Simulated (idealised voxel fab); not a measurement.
process module | voxel fin reveal
cross-section cut | 215 nm wide | cells 5 nm
A cross-section is a grid of square cells, given in bands from the top down. A band is one or more rows of cells.
Each band's line starts with the height of the band's top and of its bottom, in nm. Then come its materials from left to right, each with its width in nm. One material with "throughout" fills the band from edge to edge. "air" is empty space.
Height 0 is the level under which the wafer as received is all one material. The lowest band goes on downwards, as in "0 down".
A width such as "30 to 40" changes by the same amount from each row of cells to the next, from the band's top row to its bottom row.
"no change" after a step means that no cell of the cross-section changed.
closed voids: empty space of 8 cells or more with no open way to the top, each as width x height at its distance from the left edge, in nm
after a step's settings: what the simulator itself notes on the step
overlay nm, on a step with a mask: how far to the right of its planned place the mask lay; to the left if negative
plan
1 op RECEIVE | material Si
2 op CONFORMAL_DEP | material SiN | thk nm 5
3 op MASKED_ETCH | tone cover | mask id FINS | width nm 15 | pitch nm 40 | etch materials SiN | depth nm 5 | overlay nm 0
4 op MASKED_ETCH | tone cover | mask id FINS | width nm 15 | pitch nm 40 | etch materials Si | depth nm 30 | overlay nm 0
5 op OXIDIZE | depth nm 5
6 op FILL_DEP | material SiO2 | thk nm 10
7 op CMP | height nm 5
8 op SELECTIVE_ETCH | etch materials SiO2 | depth nm 25
9 op STRIP | etch materials SiN
as received, after step 1
  0 down: Si throughout
  closed voids: none
a wafer at the end: this start, this plan, one mistake
  -5 to -20: air 65 | Si 5 | air 35 | Si 5 | air 35 | Si 5 | air 65
  -20 to -35: SiO2 65 | Si 5 | SiO2 35 | Si 5 | SiO2 35 | Si 5 | SiO2 65
  -35 down: Si throughout
  closed voids: none
what went wrong: step 2 was left out
